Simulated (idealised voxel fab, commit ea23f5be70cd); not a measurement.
Title: Process Module voxel self aligned vias
The width of the displayed cross-section, cut, is 280 nm; its cells are square, with a size of 5 nm.
In this document a cross-section is written as a grid of square cells. It is given as a series of bands, listed from the top down, and a band is one or more rows of cells.
Top, bottom (nm), then materials left to right with widths (nm); lone material tagged "throughout" fills the whole band edge to edge; "air" = empty space.
Convention: height 0 is the level below which the wafer, as received, is all one material. The lowest band does not terminate at the bottom but continues downward, represented as "0 nm and below".
The width entry "30->40" should be interpreted row by row: the top row of cells in the band takes the first number, the bottom row takes the second number, and the change between adjacent rows is uniform throughout.
Given "stayed the same" for a step, no cell of the cross-section differs between before and after that step.
The list in "Closed void table" covers empty spaces of 8 cells or more that cannot reach the top through any open way, and it gives each as width x height at distance; the distance is from the left edge, and width, height and distance are in nm.
Text after the settings on a step's line: the simulator's own remark on that step.
A step's line can hold "overlay nm"; with a mask on that step, the setting says how far right of the planned place the mask lay, while a negative setting says it lay to the left.

## Planned step list for the process
| 1 | RECEIVE [material Si] |
| 2 | CONFORMAL_DEP [material SiO2] [thk nm 15] |
| 3 | CONFORMAL_DEP [material SiCN] [thk nm 5] |
| 4 | DIRECTIONAL_DEP [material lowk] [thk nm 30] |
| 5 | MASKED_ETCH [tone open] [mask id LINES] [width nm 25] [pitch nm 65] [etch materials lowk] [depth nm 30] [overlay nm 0] |
| 6 | CONFORMAL_DEP [material TiN] [thk nm 5] |
| 7 | FILL_DEP [material Ru] [thk nm 5] |
| 8 | CMP [height nm 50] |
| 9 | SELECTIVE_ETCH [etch materials W Ru TiN] [depth nm 10] |
| 10 | FILL_DEP [material SiN] [thk nm 5] |
| 11 | CMP [height nm 50] |
| 12 | DIRECTIONAL_DEP [material lowk] [thk nm 20] |
| 13 | PATTERN [tone open] [mask id VIAS] [material resist] [width nm 45] [pitch nm 130] [thk nm 15] [overlay nm 0] |
| 14 | DIRECTIONAL_ETCH [etch materials lowk] [depth nm 20] |
| 15 | DIRECTIONAL_ETCH [etch materials SiN] [depth nm 10] |
| 16 | STRIP [etch materials resist] |
| 17 | CONFORMAL_DEP [material TiN] [thk nm 5] |
| 18 | FILL_DEP [material Ru] [thk nm 5] |
| 19 | CMP [height nm 70] |
| 20 | CONFORMAL_DEP [material SiN] [thk nm 5] |

## Here's what the wafer looked like in cross-section when it arrived - that's after step 1
  0 nm and below | Si throughout
  Closed void table: none

## Cross-section, first of two wafers, end of module, run as planned
  75 nm to 70 nm | SiN throughout
  70 nm to 55 nm | 50 of lowk, then 5 of TiN, then 35 of Ru, then 5 of TiN, then 85 of lowk, then 5 of TiN, then 35 of Ru, then 5 of TiN, then 55 of lowk
  55 nm to 50 nm | 50 of lowk, then 15 of TiN, then 15 of Ru, then 15 of TiN, then 85 of lowk, then 15 of TiN, then 15 of Ru, then 15 of TiN, then 55 of lowk
  50 nm to 45 nm | 60 of lowk, then 5 of TiN, then 15 of Ru, then 5 of TiN, then 40 of lowk, then 25 of SiN, then 40 of lowk, then 5 of TiN, then 15 of Ru, then 5 of TiN, then 65 of lowk
  45 nm to 40 nm | 60 of lowk, then 25 of TiN, then 40 of lowk, then 25 of SiN, then 40 of lowk, then 25 of TiN, then 65 of lowk
  40 nm to 25 nm | 60 of lowk, then 5 of TiN, then 15 of Ru, then 5 of TiN, then 40 of lowk, then 5 of TiN, then 15 of Ru, then 5 of TiN, then 40 of lowk, then 5 of TiN, then 15 of Ru, then 5 of TiN, then 65 of lowk
  25 nm to 20 nm | 60 of lowk, then 25 of TiN, then 40 of lowk, then 25 of TiN, then 40 of lowk, then 25 of TiN, then 65 of lowk
  20 nm to 15 nm | SiCN throughout
  15 nm to 0 nm | SiO2 throughout
  0 nm and below | Si throughout
  Closed void table: none

## The second wafer, shown in cross-section after the module: started the same way as the first and given the same plan, yet one mistake crept into how it was run
  75 nm to 70 nm | SiN throughout
  70 nm to 55 nm | 50 of lowk, then 5 of TiN, then 35 of Ru, then 5 of TiN, then 85 of lowk, then 5 of TiN, then 35 of Ru, then 5 of TiN, then 55 of lowk
  55 nm to 50 nm | 50 of lowk, then 45 of TiN, then 85 of lowk, then 45 of TiN, then 55 of lowk
  50 nm to 40 nm | 50 of SiN, then 10 of TiN, then 25 of lowk, then 10 of TiN, then 30 of SiN, then 25 of lowk, then 30 of SiN, then 10 of TiN, then 25 of lowk, then 10 of TiN, then 55 of SiN
  40 nm to 25 nm | 55 of Ru, then 5 of TiN, then 25 of lowk, then 5 of TiN, then 30 of Ru, then 5 of TiN, then 25 of lowk, then 5 of TiN, then 30 of Ru, then 5 of TiN, then 25 of lowk, then 5 of TiN, then 60 of Ru
  25 nm to 20 nm | 60 of TiN, then 25 of lowk, then 40 of TiN, then 25 of lowk, then 40 of TiN, then 25 of lowk, then 65 of TiN
  20 nm to 15 nm | SiCN throughout
  15 nm to 0 nm | SiO2 throughout
  0 nm and below | Si throughout
  Closed void table: none
The mistake made against the process plan was this: step 5 deviated from plan and actually ran as MASKED_ETCH [tone cover] [mask id LINES] [width nm 25] [pitch nm 65] [etch materials lowk] [depth nm 30] [overlay nm 0]
Final difference in cells, second wafer against first, listed per material as more or fewer: Ru: 66 more | SiN: 56 more | TiN: 34 more | lowk: 156 fewer
